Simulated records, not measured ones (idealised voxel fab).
This section sets out a process module, namely voxel quadruple lines.
For reference, the cross-section in this document is cut, with width 245 nm and square cells of 5 nm.
When this document writes out a cross-section, it uses a grid of square cells and lists it as bands, beginning at the top and moving down, with a band standing for one or more rows of cells.
This entry defines a band. It first specifies the height of the band's top and the height of its bottom in nm, and then specifies the band's materials from left to right, stating each material with its width in nm. The word "edge to edge" identifies a single material that fills the band from edge to edge, while the word "empty" identifies empty space.
Ref level 0: as-received wafer is one material below here. Bottom band extends down with no lower bound ("0 and below").
The two numbers in a width such as "30..40" mark its ends across the band: the first belongs to the top row of cells, the second to the bottom row, and from each row to the next the width moves by the same amount.
"identical to before" for a step: no cell of the cross-section changed in that step.
Closed empty spaces (no open way to the top) of 8 cells or more are what "Voids, enclosed" lists, each as width x height at distance from the left edge, nm for all three.
On a step's line, text after the settings is the simulator commenting on that step.
If you see "overlay nm" on a step's line and that step has a mask, it's telling you how far right of where it was planned the mask ended up; a negative number means it went left instead.

Below is the list of planned process steps
1: RECEIVE: material Si
2: CONFORMAL_DEP: material Al2O3, thk nm 5
3: DIRECTIONAL_DEP: material Ru, thk nm 10
4: DIRECTIONAL_DEP: material polySi, thk nm 15
5: DIRECTIONAL_DEP: material aC, thk nm 25
6: PATTERN: tone cover, mask id MANDREL, material resist, width nm 35, pitch nm 100, thk nm 30, overlay nm 0
7: DIRECTIONAL_ETCH: etch materials aC, depth nm 25
8: STRIP: etch materials resist
9: CONFORMAL_DEP: material SiO2, thk nm 15
10: DIRECTIONAL_ETCH: etch materials SiO2, depth nm 15
11: STRIP: etch materials aC
12: DIRECTIONAL_ETCH: etch materials polySi, depth nm 15
13: STRIP: etch materials SiO2
14: CONFORMAL_DEP: material SiN, thk nm 10
15: DIRECTIONAL_ETCH: etch materials SiN, depth nm 10
16: STRIP: etch materials polySi
17: DIRECTIONAL_ETCH: etch materials Ru, depth nm 10
18: STRIP: etch materials SiN
19: FILL_DEP: material SiO2, thk nm 5
20: CMP: height nm 15

What follows covers the first of two wafers; it ran as planned

Wafer at receipt (post step 1), cross-section
    0 and below  Si edge to edge
    Voids, enclosed: none

How the wafer stands in section after step 2
    5 down to 0  Al2O3 edge to edge
    No changes below 0.

How the wafer stands in section after step 3
    15 down to 5  Ru edge to edge
    No changes below 5.

How the wafer stands in section after step 4
    30 down to 15  polySi edge to edge
    No changes below 15.

How the wafer stands in section after step 5
    55 down to 30  aC edge to edge
    No changes below 30.

How the wafer stands in section after step 6
    85 down to 55  empty: 55  resist: 35  empty: 65  resist: 35  empty: 55
    No changes below 55.

How the wafer stands in section after step 7
    60 down to 55  empty: 55  resist: 35  empty: 65  resist: 35  empty: 55
    55 down to 30  empty: 55  aC: 35  empty: 65  aC: 35  empty: 55
    No changes below 30.

How the wafer stands in section after step 8
    55 down to 30  empty: 55  aC: 35  empty: 65  aC: 35  empty: 55
    No changes below 30.

How the wafer stands in section after step 9
    70 down to 55  empty: 40  SiO2: 65  empty: 35  SiO2: 65  empty: 40
    55 down to 45  empty: 40  SiO2: 15  aC: 35  SiO2: 15  empty: 35  SiO2: 15  aC: 35  SiO2: 15  empty: 40
    45 down to 30  SiO2: 55  aC: 35  SiO2: 65  aC: 35  SiO2: 55
    No changes below 30.

How the wafer stands in section after step 10
    55 down to 30  empty: 40  SiO2: 15  aC: 35  SiO2: 15  empty: 35  SiO2: 15  aC: 35  SiO2: 15  empty: 40
    No changes below 30.

How the wafer stands in section after step 11
    55 down to 30  empty: 40  SiO2: 15  empty: 35  SiO2: 15  empty: 35  SiO2: 15  empty: 35  SiO2: 15  empty: 40
    No changes below 30.

How the wafer stands in section after step 12
    55 down to 30  empty: 40  SiO2: 15  empty: 35  SiO2: 15  empty: 35  SiO2: 15  empty: 35  SiO2: 15  empty: 40
    30 down to 15  empty: 40  polySi: 15  empty: 35  polySi: 15  empty: 35  polySi: 15  empty: 35  polySi: 15  empty: 40
    No changes below 15.

How the wafer stands in section after step 13
    30 down to 15  empty: 40  polySi: 15  empty: 35  polySi: 15  empty: 35  polySi: 15  empty: 35  polySi: 15  empty: 40
    No changes below 15.

How the wafer stands in section after step 14
    40 down to 30  empty: 30  SiN: 35  empty: 15  SiN: 35  empty: 15  SiN: 35  empty: 15  SiN: 35  empty: 30
    30 down to 25  empty: 30  SiN: 10  polySi: 15  SiN: 10  empty: 15  SiN: 10  polySi: 15  SiN: 10  empty: 15  SiN: 10  polySi: 15  SiN: 10  empty: 15  SiN: 10  polySi: 15  SiN: 10  empty: 30
    25 down to 15  SiN: 40  polySi: 15  SiN: 35  polySi: 15  SiN: 35  polySi: 15  SiN: 35  polySi: 15  SiN: 40
    No changes below 15.

How the wafer stands in section after step 15
    30 down to 15  empty: 30  SiN: 10  polySi: 15  SiN: 10  empty: 15  SiN: 10  polySi: 15  SiN: 10  empty: 15  SiN: 10  polySi: 15  SiN: 10  empty: 15  SiN: 10  polySi: 15  SiN: 10  empty: 30
    No changes below 15.

How the wafer stands in section after step 16
    30 down to 15  empty: 30  SiN: 10  empty: 15  SiN: 10  empty: 15  SiN: 10  empty: 15  SiN: 10  empty: 15  SiN: 10  empty: 15  SiN: 10  empty: 15  SiN: 10  empty: 15  SiN: 10  empty: 30
    No changes below 15.

How the wafer stands in section after step 17
    30 down to 15  empty: 30  SiN: 10  empty: 15  SiN: 10  empty: 15  SiN: 10  empty: 15  SiN: 10  empty: 15  SiN: 10  empty: 15  SiN: 10  empty: 15  SiN: 10  empty: 15  SiN: 10  empty: 30
    15 down to 5  empty: 30  Ru: 10  empty: 15  Ru: 10  empty: 15  Ru: 10  empty: 15  Ru: 10  empty: 15  Ru: 10  empty: 15  Ru: 10  empty: 15  Ru: 10  empty: 15  Ru: 10  empty: 30
    No changes below 5.

How the wafer stands in section after step 18
    15 down to 5  empty: 30  Ru: 10  empty: 15  Ru: 10  empty: 15  Ru: 10  empty: 15  Ru: 10  empty: 15  Ru: 10  empty: 15  Ru: 10  empty: 15  Ru: 10  empty: 15  Ru: 10  empty: 30
    No changes below 5.

How the wafer stands in section after step 19
    20 down to 15  SiO2 edge to edge
    15 down to 5  SiO2: 30  Ru: 10  SiO2: 15  Ru: 10  SiO2: 15  Ru: 10  SiO2: 15  Ru: 10  SiO2: 15  Ru: 10  SiO2: 15  Ru: 10  SiO2: 15  Ru: 10  SiO2: 15  Ru: 10  SiO2: 30
    No changes below 5.

How the wafer stands in section after step 20
    15 down to 5  SiO2: 30  Ru: 10  SiO2: 15  Ru: 10  SiO2: 15  Ru: 10  SiO2: 15  Ru: 10  SiO2: 15  Ru: 10  SiO2: 15  Ru: 10  SiO2: 15  Ru: 10  SiO2: 15  Ru: 10  SiO2: 30
    No changes below 5.

The remaining wafer, second of the two, started like the first and was run to the same plan, except that one mistake was made along the way; the two coincide through step 5, inclusive

Cross-sectional view of the second wafer at the intended end time of process step 6
    85 down to 55  empty: 45  resist: 35  empty: 65  resist: 35  empty: 65
    No changes below 55.

Cross-sectional view of the second wafer at the intended end time of process step 7
    60 down to 55  empty: 45  resist: 35  empty: 65  resist: 35  empty: 65
    55 down to 30  empty: 45  aC: 35  empty: 65  aC: 35  empty: 65
    No changes below 30.

Cross-sectional view of the second wafer at the intended end time of process step 8
    55 down to 30  empty: 45  aC: 35  empty: 65  aC: 35  empty: 65
    No changes below 30.

Cross-sectional view of the second wafer at the intended end time of process step 9
    70 down to 55  empty: 30  SiO2: 65  empty: 35  SiO2: 65  empty: 50
    55 down to 45  empty: 30  SiO2: 15  aC: 35  SiO2: 15  empty: 35  SiO2: 15  aC: 35  SiO2: 15  empty: 50
    45 down to 30  SiO2: 45  aC: 35  SiO2: 65  aC: 35  SiO2: 65
    No changes below 30.

Cross-sectional view of the second wafer at the intended end time of process step 10
    55 down to 30  empty: 30  SiO2: 15  aC: 35  SiO2: 15  empty: 35  SiO2: 15  aC: 35  SiO2: 15  empty: 50
    No changes below 30.

Cross-sectional view of the second wafer at the intended end time of process step 11
    55 down to 30  empty: 30  SiO2: 15  empty: 35  SiO2: 15  empty: 35  SiO2: 15  empty: 35  SiO2: 15  empty: 50
    No changes below 30.

Cross-sectional view of the second wafer at the intended end time of process step 12
    55 down to 30  empty: 30  SiO2: 15  empty: 35  SiO2: 15  empty: 35  SiO2: 15  empty: 35  SiO2: 15  empty: 50
    30 down to 15  empty: 30  polySi: 15  empty: 35  polySi: 15  empty: 35  polySi: 15  empty: 35  polySi: 15  empty: 50
    No changes below 15.

Cross-sectional view of the second wafer at the intended end time of process step 13
    30 down to 15  empty: 30  polySi: 15  empty: 35  polySi: 15  empty: 35  polySi: 15  empty: 35  polySi: 15  empty: 50
    No changes below 15.

Cross-sectional view of the second wafer at the intended end time of process step 14
    40 down to 30  empty: 20  SiN: 35  empty: 15  SiN: 35  empty: 15  SiN: 35  empty: 15  SiN: 35  empty: 40
    30 down to 25  empty: 20  SiN: 10  polySi: 15  SiN: 10  empty: 15  SiN: 10  polySi: 15  SiN: 10  empty: 15  SiN: 10  polySi: 15  SiN: 10  empty: 15  SiN: 10  polySi: 15  SiN: 10  empty: 40
    25 down to 15  SiN: 30  polySi: 15  SiN: 35  polySi: 15  SiN: 35  polySi: 15  SiN: 35  polySi: 15  SiN: 50
    No changes below 15.

Cross-sectional view of the second wafer at the intended end time of process step 15
    30 down to 15  empty: 20  SiN: 10  polySi: 15  SiN: 10  empty: 15  SiN: 10  polySi: 15  SiN: 10  empty: 15  SiN: 10  polySi: 15  SiN: 10  empty: 15  SiN: 10  polySi: 15  SiN: 10  empty: 40
    No changes below 15.

Cross-sectional view of the second wafer at the intended end time of process step 16
    30 down to 15  empty: 20  SiN: 10  empty: 15  SiN: 10  empty: 15  SiN: 10  empty: 15  SiN: 10  empty: 15  SiN: 10  empty: 15  SiN: 10  empty: 15  SiN: 10  empty: 15  SiN: 10  empty: 40
    No changes below 15.

Cross-sectional view of the second wafer at the intended end time of process step 17
    30 down to 15  empty: 20  SiN: 10  empty: 15  SiN: 10  empty: 15  SiN: 10  empty: 15  SiN: 10  empty: 15  SiN: 10  empty: 15  SiN: 10  empty: 15  SiN: 10  empty: 15  SiN: 10  empty: 40
    15 down to 5  empty: 20  Ru: 10  empty: 15  Ru: 10  empty: 15  Ru: 10  empty: 15  Ru: 10  empty: 15  Ru: 10  empty: 15  Ru: 10  empty: 15  Ru: 10  empty: 15  Ru: 10  empty: 40
    No changes below 5.

Cross-sectional view of the second wafer at the intended end time of process step 18
    15 down to 5  empty: 20  Ru: 10  empty: 15  Ru: 10  empty: 15  Ru: 10  empty: 15  Ru: 10  empty: 15  Ru: 10  empty: 15  Ru: 10  empty: 15  Ru: 10  empty: 15  Ru: 10  empty: 40
    No changes below 5.

Cross-sectional view of the second wafer at the intended end time of process step 19
    20 down to 15  SiO2 edge to edge
    15 down to 5  SiO2: 20  Ru: 10  SiO2: 15  Ru: 10  SiO2: 15  Ru: 10  SiO2: 15  Ru: 10  SiO2: 15  Ru: 10  SiO2: 15  Ru: 10  SiO2: 15  Ru: 10  SiO2: 15  Ru: 10  SiO2: 40
    No changes below 5.

Cross-sectional view of the second wafer at the intended end time of process step 20
    15 down to 5  SiO2: 20  Ru: 10  SiO2: 15  Ru: 10  SiO2: 15  Ru: 10  SiO2: 15  Ru: 10  SiO2: 15  Ru: 10  SiO2: 15  Ru: 10  SiO2: 15  Ru: 10  SiO2: 15  Ru: 10  SiO2: 40
    No changes below 5.
Run error: step 6 changed vs plan, executed as PATTERN: tone cover, mask id MANDREL, material resist, width nm 35, pitch nm 100, thk nm 30, overlay nm -10
The concluding comparison shows that, measured in cells, each material is equally abundant on both wafers, albeit at different positions.
